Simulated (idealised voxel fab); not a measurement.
This section sets out a process module, namely voxel gate over fins.
The figure presents cross-section cut, which has a width of 240 nm and is divided into square cells with an edge length of 5 nm.
In this document a cross-section is written as a grid of square cells. It is given as a series of bands, listed from the top down, and a band is one or more rows of cells. Top, bottom (nm), then materials left to right with widths (nm); lone material tagged "edge to edge" fills the whole band edge to edge; "blank" = empty space. Height reference: 0 = level under which incoming wafer is all one material. Lowest band: no bottom, runs on downward, e.g. "z 0 and below". Width spec "30 to 40" -> top row of cells at first value, bottom row at second value, equal per-row change in between. "everything unchanged", as given for a step, is the statement that not any cell of the cross-section underwent a change during that step. "Entrapped void list" means: voids of 8 cells or more that are shut off from the top with no open way through. Written width x height at distance, distance from the left edge, in nm. Read whatever lies past the settings on a step's line as the simulator's own remark about the step. When a step includes a mask, the "overlay nm" setting on its line states how far to the right of its planned place that mask lay, and negative values state how far to the left.

List of planned process steps
step 1: RECEIVE | material Si
step 2: CONFORMAL_DEP | material SiN | thk nm 10
step 3: PATTERN | tone cover | mask id FINS | material resist | width nm 15 | pitch nm 60 | thk nm 20 | overlay nm 0
step 4: DIRECTIONAL_ETCH | etch materials SiN | depth nm 10
step 5: DIRECTIONAL_ETCH | etch materials Si | depth nm 40
step 6: STRIP | etch materials resist
step 7: OXIDIZE | depth nm 5
step 8: FILL_DEP | material SiO2 | thk nm 15
step 9: CMP | height nm 10
step 10: PATTERN | tone open | mask id RAIL | material resist | width nm 15 | thk nm 15 | overlay nm 0
step 11: DIRECTIONAL_ETCH | etch materials SiO2 | depth nm 45
step 12: STRIP | etch materials resist
step 13: CONFORMAL_DEP | material TiN | thk nm 5
step 14: FILL_DEP | material Ru | thk nm 10
step 15: CMP | height nm 10
step 16: SELECTIVE_ETCH | etch materials W Ru TiN | depth nm 30
step 17: FILL_DEP | material SiO2 | thk nm 5
step 18: CMP | height nm 10
step 19: SELECTIVE_ETCH | etch materials SiO2 | depth nm 20
step 20: STRIP | etch materials SiN
step 21: CONFORMAL_DEP | material HfO2 | thk nm 5
step 22: CONFORMAL_DEP | material TiN | thk nm 5
step 23: CONFORMAL_DEP | material TiAl | thk nm 5
step 24: CONFORMAL_DEP | material TiN | thk nm 5
step 25: FILL_DEP | material W | thk nm 15
step 26: CMP | height nm 30
step 27: CONFORMAL_DEP | material SiN | thk nm 5

Of two wafers, the first: run according to plan

So this is the incoming wafer in cross-section - it's already been through step 1
    z 0 and below = Si edge to edge
    Entrapped void list: none

Sectional view: wafer, after step 2
    z 10 to 0 = SiN edge to edge
    No changes below 0.

Sectional view: wafer, after step 3
    z 30 to 10 = blank=50; resist=15; blank=45; resist=15; blank=45; resist=15; blank=55
    No changes below 10.

Sectional view: wafer, after step 4
    z 30 to 10 = blank=50; resist=15; blank=45; resist=15; blank=45; resist=15; blank=55
    z 10 to 0 = blank=50; SiN=15; blank=45; SiN=15; blank=45; SiN=15; blank=55
    No changes below 0.

Sectional view: wafer, after step 5
    z 30 to 10 = blank=50; resist=15; blank=45; resist=15; blank=45; resist=15; blank=55
    z 10 to 0 = blank=50; SiN=15; blank=45; SiN=15; blank=45; SiN=15; blank=55
    z 0 to -40 = blank=50; Si=15; blank=45; Si=15; blank=45; Si=15; blank=55
    No changes below -40.

Sectional view: wafer, after step 6
    z 10 to 0 = blank=50; SiN=15; blank=45; SiN=15; blank=45; SiN=15; blank=55
    No changes below 0.

Sectional view: wafer, after step 7
    z 10 to 0 = blank=50; SiN=15; blank=45; SiN=15; blank=45; SiN=15; blank=55
    z 0 to -40 = blank=50; SiO2=5; Si=5; SiO2=5; blank=45; SiO2=5; Si=5; SiO2=5; blank=45; SiO2=5; Si=5; SiO2=5; blank=55
    z -40 to -45 = SiO2=55; Si=5; SiO2=55; Si=5; SiO2=55; Si=5; SiO2=60
    No changes below -45.

Sectional view: wafer, after step 8
    z 25 to 10 = SiO2 edge to edge
    z 10 to 0 = SiO2=50; SiN=15; SiO2=45; SiN=15; SiO2=45; SiN=15; SiO2=55
    z 0 to -45 = SiO2=55; Si=5; SiO2=55; Si=5; SiO2=55; Si=5; SiO2=60
    No changes below -45.

Sectional view: wafer, after step 9
    z 10 to 0 = SiO2=50; SiN=15; SiO2=45; SiN=15; SiO2=45; SiN=15; SiO2=55
    No changes below 0.

Sectional view: wafer, after step 10
    z 25 to 10 = resist=80; blank=15; resist=145
    No changes below 10.

Sectional view: wafer, after step 11
    z 25 to 10 = resist=80; blank=15; resist=145
    z 10 to 0 = SiO2=50; SiN=15; SiO2=15; blank=15; SiO2=15; SiN=15; SiO2=45; SiN=15; SiO2=55
    z 0 to -35 = SiO2=55; Si=5; SiO2=20; blank=15; SiO2=20; Si=5; SiO2=55; Si=5; SiO2=60
    No changes below -35.

Sectional view: wafer, after step 12
    z 10 to 0 = SiO2=50; SiN=15; SiO2=15; blank=15; SiO2=15; SiN=15; SiO2=45; SiN=15; SiO2=55
    No changes below 0.

Sectional view: wafer, after step 13
    z 15 to 10 = TiN=85; blank=5; TiN=150
    z 10 to 0 = SiO2=50; SiN=15; SiO2=15; TiN=5; blank=5; TiN=5; SiO2=15; SiN=15; SiO2=45; SiN=15; SiO2=55
    z 0 to -30 = SiO2=55; Si=5; SiO2=20; TiN=5; blank=5; TiN=5; SiO2=20; Si=5; SiO2=55; Si=5; SiO2=60
    z -30 to -35 = SiO2=55; Si=5; SiO2=20; TiN=15; SiO2=20; Si=5; SiO2=55; Si=5; SiO2=60
    No changes below -35.

Sectional view: wafer, after step 14
    z 25 to 15 = Ru edge to edge
    z 15 to 10 = TiN=85; Ru=5; TiN=150
    z 10 to 0 = SiO2=50; SiN=15; SiO2=15; TiN=5; Ru=5; TiN=5; SiO2=15; SiN=15; SiO2=45; SiN=15; SiO2=55
    z 0 to -30 = SiO2=55; Si=5; SiO2=20; TiN=5; Ru=5; TiN=5; SiO2=20; Si=5; SiO2=55; Si=5; SiO2=60
    No changes below -30.

Sectional view: wafer, after step 15
    z 10 to 0 = SiO2=50; SiN=15; SiO2=15; TiN=5; Ru=5; TiN=5; SiO2=15; SiN=15; SiO2=45; SiN=15; SiO2=55
    No changes below 0.

Sectional view: wafer, after step 16
    z 10 to 0 = SiO2=50; SiN=15; SiO2=15; blank=15; SiO2=15; SiN=15; SiO2=45; SiN=15; SiO2=55
    z 0 to -20 = SiO2=55; Si=5; SiO2=20; blank=15; SiO2=20; Si=5; SiO2=55; Si=5; SiO2=60
    No changes below -20.

Sectional view: wafer, after step 17
    z 15 to 10 = SiO2 edge to edge
    z 10 to 0 = SiO2=50; SiN=15; SiO2=45; SiN=15; SiO2=45; SiN=15; SiO2=55
    z 0 to -20 = SiO2=55; Si=5; SiO2=55; Si=5; SiO2=55; Si=5; SiO2=60
    No changes below -20.

Sectional view: wafer, after step 18
    z 10 to 0 = SiO2=50; SiN=15; SiO2=45; SiN=15; SiO2=45; SiN=15; SiO2=55
    No changes below 0.

Sectional view: wafer, after step 19
    z 10 to 0 = blank=50; SiN=15; blank=45; SiN=15; blank=45; SiN=15; blank=55
    z 0 to -10 = blank=55; Si=5; blank=55; Si=5; blank=55; Si=5; blank=60
    No changes below -10.

Sectional view: wafer, after step 20
    z 0 to -10 = blank=55; Si=5; blank=55; Si=5; blank=55; Si=5; blank=60
    No changes below -10.

Sectional view: wafer, after step 21
    z 5 to 0 = blank=50; HfO2=15; blank=45; HfO2=15; blank=45; HfO2=15; blank=55
    z 0 to -5 = blank=50; HfO2=5; Si=5; HfO2=5; blank=45; HfO2=5; Si=5; HfO2=5; blank=45; HfO2=5; Si=5; HfO2=5; blank=55
    z -5 to -10 = HfO2=55; Si=5; HfO2=55; Si=5; HfO2=55; Si=5; HfO2=60
    No changes below -10.

Sectional view: wafer, after step 22
    z 10 to 5 = blank=45; TiN=25; blank=35; TiN=25; blank=35; TiN=25; blank=50
    z 5 to 0 = blank=45; TiN=5; HfO2=15; TiN=5; blank=35; TiN=5; HfO2=15; TiN=5; blank=35; TiN=5; HfO2=15; TiN=5; blank=50
    z 0 to -5 = TiN=50; HfO2=5; Si=5; HfO2=5; TiN=45; HfO2=5; Si=5; HfO2=5; TiN=45; HfO2=5; Si=5; HfO2=5; TiN=55
    No changes below -5.

Sectional view: wafer, after step 23
    z 15 to 10 = blank=40; TiAl=35; blank=25; TiAl=35; blank=25; TiAl=35; blank=45
    z 10 to 5 = blank=40; TiAl=5; TiN=25; TiAl=5; blank=25; TiAl=5; TiN=25; TiAl=5; blank=25; TiAl=5; TiN=25; TiAl=5; blank=45
    z 5 to 0 = TiAl=45; TiN=5; HfO2=15; TiN=5; TiAl=35; TiN=5; HfO2=15; TiN=5; TiAl=35; TiN=5; HfO2=15; TiN=5; TiAl=50
    No changes below 0.

Sectional view: wafer, after step 24
    z 20 to 15 = blank=35; TiN=45; blank=15; TiN=45; blank=15; TiN=45; blank=40
    z 15 to 10 = blank=35; TiN=5; TiAl=35; TiN=5; blank=15; TiN=5; TiAl=35; TiN=5; blank=15; TiN=5; TiAl=35; TiN=5; blank=40
    z 10 to 5 = TiN=40; TiAl=5; TiN=25; TiAl=5; TiN=25; TiAl=5; TiN=25; TiAl=5; TiN=25; TiAl=5; TiN=25; TiAl=5; TiN=45
    No changes below 5.

Sectional view: wafer, after step 25
    z 35 to 20 = W edge to edge
    z 20 to 15 = W=35; TiN=45; W=15; TiN=45; W=15; TiN=45; W=40
    z 15 to 10 = W=35; TiN=5; TiAl=35; TiN=5; W=15; TiN=5; TiAl=35; TiN=5; W=15; TiN=5; TiAl=35; TiN=5; W=40
    No changes below 10.

Sectional view: wafer, after step 26
    z 30 to 20 = W edge to edge
    No changes below 20.

Sectional view: wafer, after step 27
    z 35 to 30 = SiN edge to edge
    No changes below 30.

Wafer two. Same start, same plan, one slip in execution. Same as wafer one through step 9, inclusive

Second wafer, sectioned view, at step 10's planned end time
    z 25 to 10 = resist=90; blank=15; resist=135
    No changes below 10.

Second wafer, sectioned view, at step 11's planned end time
    z 25 to 10 = resist=90; blank=15; resist=135
    z 10 to 0 = SiO2=50; SiN=15; SiO2=25; blank=15; SiO2=5; SiN=15; SiO2=45; SiN=15; SiO2=55
    z 0 to -35 = SiO2=55; Si=5; SiO2=30; blank=15; SiO2=10; Si=5; SiO2=55; Si=5; SiO2=60
    No changes below -35.

Second wafer, sectioned view, at step 12's planned end time
    z 10 to 0 = SiO2=50; SiN=15; SiO2=25; blank=15; SiO2=5; SiN=15; SiO2=45; SiN=15; SiO2=55
    No changes below 0.

Second wafer, sectioned view, at step 13's planned end time
    z 15 to 10 = TiN=95; blank=5; TiN=140
    z 10 to 0 = SiO2=50; SiN=15; SiO2=25; TiN=5; blank=5; TiN=5; SiO2=5; SiN=15; SiO2=45; SiN=15; SiO2=55
    z 0 to -30 = SiO2=55; Si=5; SiO2=30; TiN=5; blank=5; TiN=5; SiO2=10; Si=5; SiO2=55; Si=5; SiO2=60
    z -30 to -35 = SiO2=55; Si=5; SiO2=30; TiN=15; SiO2=10; Si=5; SiO2=55; Si=5; SiO2=60
    No changes below -35.

Second wafer, sectioned view, at step 14's planned end time
    z 25 to 15 = Ru edge to edge
    z 15 to 10 = TiN=95; Ru=5; TiN=140
    z 10 to 0 = SiO2=50; SiN=15; SiO2=25; TiN=5; Ru=5; TiN=5; SiO2=5; SiN=15; SiO2=45; SiN=15; SiO2=55
    z 0 to -30 = SiO2=55; Si=5; SiO2=30; TiN=5; Ru=5; TiN=5; SiO2=10; Si=5; SiO2=55; Si=5; SiO2=60
    No changes below -30.

Second wafer, sectioned view, at step 15's planned end time
    z 10 to 0 = SiO2=50; SiN=15; SiO2=25; TiN=5; Ru=5; TiN=5; SiO2=5; SiN=15; SiO2=45; SiN=15; SiO2=55
    No changes below 0.

Second wafer, sectioned view, at step 16's planned end time
    z 10 to 0 = SiO2=50; SiN=15; SiO2=25; blank=15; SiO2=5; SiN=15; SiO2=45; SiN=15; SiO2=55
    z 0 to -20 = SiO2=55; Si=5; SiO2=30; blank=15; SiO2=10; Si=5; SiO2=55; Si=5; SiO2=60
    No changes below -20.

Second wafer, sectioned view, at step 17's planned end time
    z 15 to 10 = SiO2 edge to edge
    z 10 to 0 = SiO2=50; SiN=15; SiO2=45; SiN=15; SiO2=45; SiN=15; SiO2=55
    z 0 to -20 = SiO2=55; Si=5; SiO2=55; Si=5; SiO2=55; Si=5; SiO2=60
    No changes below -20.

Second wafer, sectioned view, at step 18's planned end time
    z 10 to 0 = SiO2=50; SiN=15; SiO2=45; SiN=15; SiO2=45; SiN=15; SiO2=55
    No changes below 0.

Second wafer, sectioned view, at step 19's planned end time
    z 10 to 0 = blank=50; SiN=15; blank=45; SiN=15; blank=45; SiN=15; blank=55
    z 0 to -10 = blank=55; Si=5; blank=55; Si=5; blank=55; Si=5; blank=60
    No changes below -10.

Second wafer, sectioned view, at step 20's planned end time
    z 0 to -10 = blank=55; Si=5; blank=55; Si=5; blank=55; Si=5; blank=60
    No changes below -10.

Second wafer, sectioned view, at step 21's planned end time
    z 5 to 0 = blank=50; HfO2=15; blank=45; HfO2=15; blank=45; HfO2=15; blank=55
    z 0 to -5 = blank=50; HfO2=5; Si=5; HfO2=5; blank=45; HfO2=5; Si=5; HfO2=5; blank=45; HfO2=5; Si=5; HfO2=5; blank=55
    z -5 to -10 = HfO2=55; Si=5; HfO2=55; Si=5; HfO2=55; Si=5; HfO2=60
    No changes below -10.

Second wafer, sectioned view, at step 22's planned end time
    z 10 to 5 = blank=45; TiN=25; blank=35; TiN=25; blank=35; TiN=25; blank=50
    z 5 to 0 = blank=45; TiN=5; HfO2=15; TiN=5; blank=35; TiN=5; HfO2=15; TiN=5; blank=35; TiN=5; HfO2=15; TiN=5; blank=50
    z 0 to -5 = TiN=50; HfO2=5; Si=5; HfO2=5; TiN=45; HfO2=5; Si=5; HfO2=5; TiN=45; HfO2=5; Si=5; HfO2=5; TiN=55
    No changes below -5.

Second wafer, sectioned view, at step 23's planned end time
    z 15 to 10 = blank=40; TiAl=35; blank=25; TiAl=35; blank=25; TiAl=35; blank=45
    z 10 to 5 = blank=40; TiAl=5; TiN=25; TiAl=5; blank=25; TiAl=5; TiN=25; TiAl=5; blank=25; TiAl=5; TiN=25; TiAl=5; blank=45
    z 5 to 0 = TiAl=45; TiN=5; HfO2=15; TiN=5; TiAl=35; TiN=5; HfO2=15; TiN=5; TiAl=35; TiN=5; HfO2=15; TiN=5; TiAl=50
    No changes below 0.

Second wafer, sectioned view, at step 24's planned end time
    z 20 to 15 = blank=35; TiN=45; blank=15; TiN=45; blank=15; TiN=45; blank=40
    z 15 to 10 = blank=35; TiN=5; TiAl=35; TiN=5; blank=15; TiN=5; TiAl=35; TiN=5; blank=15; TiN=5; TiAl=35; TiN=5; blank=40
    z 10 to 5 = TiN=40; TiAl=5; TiN=25; TiAl=5; TiN=25; TiAl=5; TiN=25; TiAl=5; TiN=25; TiAl=5; TiN=25; TiAl=5; TiN=45
    No changes below 5.

Second wafer, sectioned view, at step 25's planned end time
    z 35 to 20 = W edge to edge
    z 20 to 15 = W=35; TiN=45; W=15; TiN=45; W=15; TiN=45; W=40
    z 15 to 10 = W=35; TiN=5; TiAl=35; TiN=5; W=15; TiN=5; TiAl=35; TiN=5; W=15; TiN=5; TiAl=35; TiN=5; W=40
    No changes below 10.

Second wafer, sectioned view, at step 26's planned end time
    z 30 to 20 = W edge to edge
    No changes below 20.

Second wafer, sectioned view, at step 27's planned end time
    z 35 to 30 = SiN edge to edge
    No changes below 30.
Want to know what went wrong? step 10 did not use the planned setting and instead ran as PATTERN | tone open | mask id RAIL | material resist | width nm 15 | thk nm 15 | overlay nm 10
The two final wafers agree on how many cells each material fills and disagree on which cells those are.
